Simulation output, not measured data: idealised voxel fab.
process module | voxel capacitor over wiring
cross-section cut | 140 nm wide | cells 5 nm
A cross-section is a grid of square cells, given in bands from the top down. A band is one or more rows of cells.
Each band's line starts with the height of the band's top and of its bottom, in nm. Then come its materials from left to right, each with its width in nm. One material with "throughout" fills the band from edge to edge. "air" is empty space.
Height 0 is the level under which the wafer as received is all one material. The lowest band goes on downwards, as in "0 down".
A width such as "30 to 40" changes by the same amount from each row of cells to the next, from the band's top row to its bottom row.
"no change" after a step means that no cell of the cross-section changed.
closed voids: empty space of 8 cells or more with no open way to the top, each as width x height at its distance from the left edge, in nm
after a step's settings: what the simulator itself notes on the step
overlay nm, on a step with a mask: how far to the right of its planned place the mask lay; to the left if negative
plan
1 op RECEIVE | material Si
2 op CONFORMAL_DEP | material SiO2 | thk nm 10
3 op DIRECTIONAL_DEP | material TiN | thk nm 5
4 op DIRECTIONAL_DEP | material Ru | thk nm 15
5 op MASKED_ETCH | tone cover | mask id METAL_1 | width nm 20 | pitch nm 80 | etch materials Ru | depth nm 15 | overlay nm 0
6 op MASKED_ETCH | tone cover | mask id METAL_1 | width nm 20 | pitch nm 80 | etch materials TiN | depth nm 5 | overlay nm 0
7 op CONFORMAL_DEP | material SiCN | thk nm 5
8 op FILL_DEP | material SiO2 | thk nm 10
9 op CMP | height nm 30
10 op CONFORMAL_DEP | material SiCN | thk nm 5
11 op DIRECTIONAL_DEP | material lowk | thk nm 15
12 op MASKED_ETCH | tone open | mask id PLUG_1 | width nm 15 | etch materials lowk | depth nm 15 | overlay nm 0
13 op MASKED_ETCH | tone open | mask id PLUG_1 | width nm 15 | etch materials SiCN | depth nm 5 | overlay nm 0
14 op EPI | material Ru | thk nm 10
15 op EPI | material Ru | thk nm 10
16 op DIRECTIONAL_DEP | material TiN | thk nm 10
17 op DIRECTIONAL_DEP | material SiN | thk nm 5
18 op DIRECTIONAL_DEP | material TiN | thk nm 5
19 op PATTERN | tone cover | mask id UPPER_PLATE | material resist | width nm 65 | thk nm 15 | overlay nm 0
20 op DIRECTIONAL_ETCH | etch materials TiN | depth nm 5
21 op DIRECTIONAL_ETCH | etch materials SiN | depth nm 5
22 op STRIP | etch materials resist
23 op DIRECTIONAL_DEP | material aC | thk nm 15
24 op PATTERN | tone cover | mask id LOWER_PLATE | material resist | width nm 75 | thk nm 30 | overlay nm 0
25 op DIRECTIONAL_ETCH | etch materials aC | depth nm 15
26 op STRIP | etch materials resist
27 op DIRECTIONAL_ETCH | etch materials TiN | depth nm 10
28 op STRIP | etch materials aC
29 op FILL_DEP | material SiO2 | thk nm 15
30 op CMP | height nm 80
31 op PATTERN | tone open | mask id PLUG_2 | material resist | width nm 15 | thk nm 15 | overlay nm 0
32 op DIRECTIONAL_ETCH | etch materials SiO2 | depth nm 10
33 op STRIP | etch materials resist
34 op CONFORMAL_DEP | material TiN | thk nm 5
35 op FILL_DEP | material W | thk nm 5
36 op CMP | height nm 80
37 op CONFORMAL_DEP | material SiN | thk nm 5
as received, after step 1
  0 down: Si throughout
  closed voids: none
a wafer at the end: this start, this plan, one mistake
  85 to 80: SiN throughout
  80 to 75: SiO2 35 | TiN 5 | W 5 | TiN 5 | SiO2 90
  75 to 65: SiO2 35 to 40 | TiN 15 to 50 | SiO2 90 to 50
  65 to 60: SiO2 40 | SiN 50 | SiO2 50
  60 to 50: SiO2 20 | TiN 5 | SiO2 15 | TiN 55 | SiO2 45
  50 to 45: lowk 25 | TiN 15 | lowk 100
  45 to 40: lowk 25 | SiN 15 | lowk 100
  40 to 35: lowk 25 | TiN 15 | lowk 100
  35 to 30: SiCN 25 | TiN 15 | SiCN 100
  30 to 25: SiO2 15 | SiCN 30 | SiO2 50 | SiCN 30 | SiO2 15
  25 to 15: SiO2 15 | SiCN 5 | Ru 20 | SiCN 5 | SiO2 50 | SiCN 5 | Ru 20 | SiCN 5 | SiO2 15
  15 to 10: SiCN 20 | Ru 20 | SiCN 60 | Ru 20 | SiCN 20
  10 to 0: SiO2 throughout
  0 down: Si throughout
  closed voids: none
what went wrong: step 3 was left out
